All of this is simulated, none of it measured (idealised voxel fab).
The name of this process module is voxel capacitor over wiring.
The cross-section shown here is cut; it is 240 nm wide and divided into square cells measuring 5 nm on a side.
Each cross-section below is a grid of square cells, stated as bands in top-down order, with one or more rows of cells making up each band. A band entry consists of two parts. The first gives the height of the band's top and the height of its bottom, in nm. The rest lists the band's materials from left to right, each with its width in nm. A single material labelled with the word "everywhere" fills the band from edge to edge, and the word "empty" marks empty space. Basically, 0 is our baseline, since under it the wafer straight out of the box is all one material. The bottom band has no lower end and keeps on going down, so it looks like "0 -> down". Think of "30..40" as a width that walks from the first number to the second as you go down the band, top row to bottom row, taking equal-sized steps from row to row. It should be understood that the words "remained the same", when stated for a given step, signify that the cross-section underwent no change in any of its cells during that step. Entry "Enclosed void entries". Content: empty spaces with no open connection to the top, size 8 cells or greater. Each: width x height at distance. Distance: from left edge. Unit: nm. The remark found on a step's line after its settings is issued by the simulator itself and pertains to that step. A step's line can hold "overlay nm"; with a mask on that step, the setting says how far right of the planned place the mask lay, while a negative setting says it lay to the left.
Set out below are the planned steps of the process
1,RECEIVE, material Si
2,CONFORMAL_DEP, material SiO2, thk nm 15
3,DIRECTIONAL_DEP, material TiN, thk nm 5
4,DIRECTIONAL_DEP, material W, thk nm 15
5,MASKED_ETCH, tone cover, mask id METAL_1, width nm 30, pitch nm 90, etch materials W, depth nm 15, overlay nm 0
6,MASKED_ETCH, tone cover, mask id METAL_1, width nm 30, pitch nm 90, etch materials TiN, depth nm 5, overlay nm 0
7,FILL_DEP, material SiO2, thk nm 10
8,CMP, height nm 35
9,CONFORMAL_DEP, material SiCN, thk nm 5
10,DIRECTIONAL_DEP, material lowk, thk nm 20
11,PATTERN, tone open, mask id PLUG_1, material resist, width nm 15, thk nm 20, overlay nm 0
12,DIRECTIONAL_ETCH, etch materials lowk, depth nm 20
13,DIRECTIONAL_ETCH, etch materials SiCN, depth nm 5
14,STRIP, etch materials resist
15,EPI, material Ru, thk nm 10
16,EPI, material Ru, thk nm 10
17,EPI, material Ru, thk nm 5
18,DIRECTIONAL_DEP, material TiN, thk nm 5
19,DIRECTIONAL_DEP, material SiN, thk nm 5
20,DIRECTIONAL_DEP, material TiN, thk nm 10
21,PATTERN, tone cover, mask id UPPER_PLATE, material resist, width nm 65, thk nm 15, overlay nm 0
22,DIRECTIONAL_ETCH, etch materials TiN, depth nm 10
23,DIRECTIONAL_ETCH, etch materials SiN, depth nm 5
24,STRIP, etch materials resist
25,MASKED_ETCH, tone cover, mask id LOWER_PLATE, width nm 75, etch materials TiN, depth nm 5, overlay nm 0
26,FILL_DEP, material SiO2, thk nm 15
27,CMP, height nm 90
28,DIRECTIONAL_DEP, material aC, thk nm 10
29,PATTERN, tone open, mask id PLUG_2, material resist, width nm 15, thk nm 25, overlay nm 0
30,DIRECTIONAL_ETCH, etch materials aC, depth nm 10
31,STRIP, etch materials resist
32,DIRECTIONAL_ETCH, etch materials SiO2, depth nm 10
33,STRIP, etch materials aC
34,CONFORMAL_DEP, material TiN, thk nm 5
35,FILL_DEP, material Ru, thk nm 5
36,CMP, height nm 90
37,CONFORMAL_DEP, material SiN, thk nm 5
First wafer, two in total, run as planned
Cross-sectional view of the wafer in its as-received condition, corresponding to the state after step 1
* 0 -> down: Si everywhere
* Enclosed void entries: none
Sectional view: wafer, after step 2
* 15 -> 0: SiO2 everywhere
* All layers under 0 are left as they were.
Sectional view: wafer, after step 3
* 20 -> 15: TiN everywhere
* All layers under 15 are left as they were.
Sectional view: wafer, after step 4
* 35 -> 20: W everywhere
* All layers under 20 are left as they were.
Sectional view: wafer, after step 5
* 35 -> 20: empty=60, W=30, empty=60, W=30, empty=60
* All layers under 20 are left as they were.
Sectional view: wafer, after step 6
* 35 -> 20: empty=60, W=30, empty=60, W=30, empty=60
* 20 -> 15: empty=60, TiN=30, empty=60, TiN=30, empty=60
* All layers under 15 are left as they were.
Sectional view: wafer, after step 7
* 45 -> 35: SiO2 everywhere
* 35 -> 20: SiO2=60, W=30, SiO2=60, W=30, SiO2=60
* 20 -> 15: SiO2=60, TiN=30, SiO2=60, TiN=30, SiO2=60
* All layers under 15 are left as they were.
Sectional view: wafer, after step 8
* 35 -> 20: SiO2=60, W=30, SiO2=60, W=30, SiO2=60
* All layers under 20 are left as they were.
Sectional view: wafer, after step 9
* 40 -> 35: SiCN everywhere
* All layers under 35 are left as they were.
Sectional view: wafer, after step 10
* 60 -> 40: lowk everywhere
* All layers under 40 are left as they were.
Sectional view: wafer, after step 11
* 80 -> 60: resist=75, empty=15, resist=150
* All layers under 60 are left as they were.
Sectional view: wafer, after step 12
* 80 -> 60: resist=75, empty=15, resist=150
* 60 -> 40: lowk=75, empty=15, lowk=150
* All layers under 40 are left as they were.
Sectional view: wafer, after step 13
* 80 -> 60: resist=75, empty=15, resist=150
* 60 -> 40: lowk=75, empty=15, lowk=150
* 40 -> 35: SiCN=75, empty=15, SiCN=150
* All layers under 35 are left as they were.
Sectional view: wafer, after step 14
* 60 -> 40: lowk=75, empty=15, lowk=150
* All layers under 40 are left as they were.
Sectional view: wafer, after step 15
* 60 -> 45: lowk=75, empty=15, lowk=150
* 45 -> 40: lowk=75, Ru=15, lowk=150
* 40 -> 35: SiCN=75, Ru=15, SiCN=150
* All layers under 35 are left as they were.
Sectional view: wafer, after step 16
* 60 -> 55: lowk=75, empty=15, lowk=150
* 55 -> 40: lowk=75, Ru=15, lowk=150
* All layers under 40 are left as they were.
Sectional view: wafer, after step 17
* 60 -> 40: lowk=75, Ru=15, lowk=150
* All layers under 40 are left as they were.
Sectional view: wafer, after step 18
* 65 -> 60: TiN everywhere
* All layers under 60 are left as they were.
Sectional view: wafer, after step 19
* 70 -> 65: SiN everywhere
* All layers under 65 are left as they were.
Sectional view: wafer, after step 20
* 80 -> 70: TiN everywhere
* All layers under 70 are left as they were.
Sectional view: wafer, after step 21
* 95 -> 80: empty=75, resist=65, empty=100
* All layers under 80 are left as they were.
Sectional view: wafer, after step 22
* 95 -> 80: empty=75, resist=65, empty=100
* 80 -> 70: empty=75, TiN=65, empty=100
* All layers under 70 are left as they were.
Sectional view: wafer, after step 23
* 95 -> 80: empty=75, resist=65, empty=100
* 80 -> 70: empty=75, TiN=65, empty=100
* 70 -> 65: empty=75, SiN=65, empty=100
* All layers under 65 are left as they were.
Sectional view: wafer, after step 24
* 80 -> 70: empty=75, TiN=65, empty=100
* All layers under 70 are left as they were.
Sectional view: wafer, after step 25
* 80 -> 70: empty=75, TiN=65, empty=100
* 70 -> 65: empty=75, SiN=65, empty=100
* 65 -> 60: empty=70, TiN=75, empty=95
* All layers under 60 are left as they were.
Sectional view: wafer, after step 26
* 95 -> 80: SiO2 everywhere
* 80 -> 70: SiO2=75, TiN=65, SiO2=100
* 70 -> 65: SiO2=75, SiN=65, SiO2=100
* 65 -> 60: SiO2=70, TiN=75, SiO2=95
* All layers under 60 are left as they were.
Sectional view: wafer, after step 27
* 90 -> 80: SiO2 everywhere
* All layers under 80 are left as they were.
Sectional view: wafer, after step 28
* 100 -> 90: aC everywhere
* All layers under 90 are left as they were.
Sectional view: wafer, after step 29
* 125 -> 100: resist=85, empty=15, resist=140
* All layers under 100 are left as they were.
Sectional view: wafer, after step 30
* 115 -> 100: resist=85, empty=15, resist=140
* 100 -> 90: aC=85, empty=15, aC=140
* All layers under 90 are left as they were.
Sectional view: wafer, after step 31
* 100 -> 90: aC=85, empty=15, aC=140
* All layers under 90 are left as they were.
Sectional view: wafer, after step 32
* 100 -> 90: aC=85, empty=15, aC=140
* 90 -> 80: SiO2=85, empty=15, SiO2=140
* All layers under 80 are left as they were.
Sectional view: wafer, after step 33
* 90 -> 80: SiO2=85, empty=15, SiO2=140
* All layers under 80 are left as they were.
Sectional view: wafer, after step 34
* 95 -> 90: TiN=90, empty=5, TiN=145
* 90 -> 85: SiO2=85, TiN=5, empty=5, TiN=5, SiO2=140
* 85 -> 80: SiO2=85, TiN=15, SiO2=140
* All layers under 80 are left as they were.
Sectional view: wafer, after step 35
* 100 -> 95: Ru everywhere
* 95 -> 90: TiN=90, Ru=5, TiN=145
* 90 -> 85: SiO2=85, TiN=5, Ru=5, TiN=5, SiO2=140
* All layers under 85 are left as they were.
Sectional view: wafer, after step 36
* 90 -> 85: SiO2=85, TiN=5, Ru=5, TiN=5, SiO2=140
* All layers under 85 are left as they were.
Sectional view: wafer, after step 37
* 95 -> 90: SiN everywhere
* All layers under 90 are left as they were.
Wafer two of two - same starting point, same process plan, one mistake in execution; matches wafer one up to and including step 28
Cross-section, second wafer, at the end time the plan gives for step 29
* 125 -> 100: resist=95, empty=15, resist=130
* All layers under 100 are left as they were.
Cross-section, second wafer, at the end time the plan gives for step 30
* 115 -> 100: resist=95, empty=15, resist=130
* 100 -> 90: aC=95, empty=15, aC=130
* All layers under 90 are left as they were.
Cross-section, second wafer, at the end time the plan gives for step 31
* 100 -> 90: aC=95, empty=15, aC=130
* All layers under 90 are left as they were.
Cross-section, second wafer, at the end time the plan gives for step 32
* 100 -> 90: aC=95, empty=15, aC=130
* 90 -> 80: SiO2=95, empty=15, SiO2=130
* All layers under 80 are left as they were.
Cross-section, second wafer, at the end time the plan gives for step 33
* 90 -> 80: SiO2=95, empty=15, SiO2=130
* All layers under 80 are left as they were.
Cross-section, second wafer, at the end time the plan gives for step 34
* 95 -> 90: TiN=100, empty=5, TiN=135
* 90 -> 85: SiO2=95, TiN=5, empty=5, TiN=5, SiO2=130
* 85 -> 80: SiO2=95, TiN=15, SiO2=130
* All layers under 80 are left as they were.
Cross-section, second wafer, at the end time the plan gives for step 35
* 100 -> 95: Ru everywhere
* 95 -> 90: TiN=100, Ru=5, TiN=135
* 90 -> 85: SiO2=95, TiN=5, Ru=5, TiN=5, SiO2=130
* All layers under 85 are left as they were.
Cross-section, second wafer, at the end time the plan gives for step 36
* 90 -> 85: SiO2=95, TiN=5, Ru=5, TiN=5, SiO2=130
* All layers under 85 are left as they were.
Cross-section, second wafer, at the end time the plan gives for step 37
* 95 -> 90: SiN everywhere
* All layers under 90 are left as they were.
Misprocessing identified: step 29 went in with a setting other than planned; the actual run was PATTERN, tone open, mask id PLUG_2, material resist, width nm 15, thk nm 25, overlay nm 10
Cell counts per material: same on both final wafers. Positions: different.
